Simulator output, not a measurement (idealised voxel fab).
process module | voxel gate over fins
cross-section cut | 250 nm wide | cells 5 nm
A cross-section is a grid of square cells, given in bands from the top down. A band is one or more rows of cells.
Each band's line starts with the height of the band's top and of its bottom, in nm. Then come its materials from left to right, each with its width in nm. One material with "throughout" fills the band from edge to edge. "air" is empty space.
Height 0 is the level under which the wafer as received is all one material. The lowest band goes on downwards, as in "0 down".
A width such as "30 to 40" changes by the same amount from each row of cells to the next, from the band's top row to its bottom row.
"no change" after a step means that no cell of the cross-section changed.
closed voids: empty space of 8 cells or more with no open way to the top, each as width x height at its distance from the left edge, in nm
after a step's settings: what the simulator itself notes on the step
overlay nm, on a step with a mask: how far to the right of its planned place the mask lay; to the left if negative
plan
1 op RECEIVE | material Si
2 op CONFORMAL_DEP | material SiN | thk nm 5
3 op MASKED_ETCH | tone cover | mask id FINS | width nm 15 | pitch nm 35 | etch materials SiN | depth nm 5 | overlay nm 0
4 op MASKED_ETCH | tone cover | mask id FINS | width nm 15 | pitch nm 35 | etch materials Si | depth nm 35 | overlay nm 0
5 op OXIDIZE | depth nm 5
6 op FILL_DEP | material SiO2 | thk nm 10
7 op CMP | height nm 5
8 op SELECTIVE_ETCH | etch materials SiO2 | depth nm 15
9 op STRIP | etch materials SiN
10 op CONFORMAL_DEP | material HfO2 | thk nm 5
11 op CONFORMAL_DEP | material TiN | thk nm 5
12 op CONFORMAL_DEP | material TiAl | thk nm 5
13 op CONFORMAL_DEP | material TiN | thk nm 5
14 op FILL_DEP | material W | thk nm 10
15 op CMP | height nm 25
16 op CONFORMAL_DEP | material SiN | thk nm 10
first wafer, as planned
as received, after step 1
  0 down: Si throughout
  closed voids: none
after step 2
  5 to 0: SiN throughout
  below 0: unchanged
after step 3
  5 to 0: air 100 | SiN 15 | air 20 | SiN 15 | air 100
  below 0: unchanged
after step 4
  5 to 0: air 100 | SiN 15 | air 20 | SiN 15 | air 100
  0 to -35: air 100 | Si 15 | air 20 | Si 15 | air 100
  below -35: unchanged
after step 5
  5 to 0: air 100 | SiN 15 | air 20 | SiN 15 | air 100
  0 to -35: air 100 | SiO2 5 | Si 5 | SiO2 5 | air 20 | SiO2 5 | Si 5 | SiO2 5 | air 100
  -35 to -40: SiO2 105 | Si 5 | SiO2 30 | Si 5 | SiO2 105
  below -40: unchanged
after step 6
  15 to 5: SiO2 throughout
  5 to 0: SiO2 100 | SiN 15 | SiO2 20 | SiN 15 | SiO2 100
  0 to -40: SiO2 105 | Si 5 | SiO2 30 | Si 5 | SiO2 105
  below -40: unchanged
after step 7
  5 to 0: SiO2 100 | SiN 15 | SiO2 20 | SiN 15 | SiO2 100
  below 0: unchanged
after step 8
  5 to 0: air 100 | SiN 15 | air 20 | SiN 15 | air 100
  0 to -10: air 105 | Si 5 | air 30 | Si 5 | air 105
  below -10: unchanged
after step 9
  0 to -10: air 105 | Si 5 | air 30 | Si 5 | air 105
  below -10: unchanged
after step 10
  5 to 0: air 100 | HfO2 15 | air 20 | HfO2 15 | air 100
  0 to -5: air 100 | HfO2 5 | Si 5 | HfO2 5 | air 20 | HfO2 5 | Si 5 | HfO2 5 | air 100
  -5 to -10: HfO2 105 | Si 5 | HfO2 30 | Si 5 | HfO2 105
  below -10: unchanged
after step 11
  10 to 5: air 95 | TiN 25 | air 10 | TiN 25 | air 95
  5 to 0: air 95 | TiN 5 | HfO2 15 | TiN 5 | air 10 | TiN 5 | HfO2 15 | TiN 5 | air 95
  0 to -5: TiN 100 | HfO2 5 | Si 5 | HfO2 5 | TiN 20 | HfO2 5 | Si 5 | HfO2 5 | TiN 100
  below -5: unchanged
after step 12
  15 to 10: air 90 | TiAl 70 | air 90
  10 to 5: air 90 | TiAl 5 | TiN 25 | TiAl 10 | TiN 25 | TiAl 5 | air 90
  5 to 0: TiAl 95 | TiN 5 | HfO2 15 | TiN 5 | TiAl 10 | TiN 5 | HfO2 15 | TiN 5 | TiAl 95
  below 0: unchanged
after step 13
  20 to 15: air 85 | TiN 80 | air 85
  15 to 10: air 85 | TiN 5 | TiAl 70 | TiN 5 | air 85
  10 to 5: TiN 90 | TiAl 5 | TiN 25 | TiAl 10 | TiN 25 | TiAl 5 | TiN 90
  below 5: unchanged
after step 14
  30 to 20: W throughout
  20 to 15: W 85 | TiN 80 | W 85
  15 to 10: W 85 | TiN 5 | TiAl 70 | TiN 5 | W 85
  below 10: unchanged
after step 15
  25 to 20: W throughout
  below 20: unchanged
after step 16
  35 to 25: SiN throughout
  below 25: unchanged
second wafer: like start, like plan, one mistake. Through step 10 it matches the first wafer
when step 11 should have ended
  10 to 5: air 95 | TiAl 25 | air 10 | TiAl 25 | air 95
  5 to 0: air 95 | TiAl 5 | HfO2 15 | TiAl 5 | air 10 | TiAl 5 | HfO2 15 | TiAl 5 | air 95
  0 to -5: TiAl 100 | HfO2 5 | Si 5 | HfO2 5 | TiAl 20 | HfO2 5 | Si 5 | HfO2 5 | TiAl 100
  below -5: unchanged
when step 12 should have ended
  15 to 10: air 90 | TiN 70 | air 90
  10 to 5: air 90 | TiN 5 | TiAl 25 | TiN 10 | TiAl 25 | TiN 5 | air 90
  5 to 0: TiN 95 | TiAl 5 | HfO2 15 | TiAl 5 | TiN 10 | TiAl 5 | HfO2 15 | TiAl 5 | TiN 95
  below 0: unchanged
when step 13 should have ended
  20 to 10: air 85 | TiN 80 | air 85
  10 to 5: TiN 95 | TiAl 25 | TiN 10 | TiAl 25 | TiN 95
  below 5: unchanged
when step 14 should have ended
  30 to 20: W throughout
  20 to 10: W 85 | TiN 80 | W 85
  below 10: unchanged
when step 15 should have ended
  25 to 20: W throughout
  below 20: unchanged
when step 16 should have ended
  35 to 25: SiN throughout
  below 25: unchanged
what went wrong: steps 11 and 12 were swapped
at the end the second wafer has, in cells: as many of each material as the first, in other places
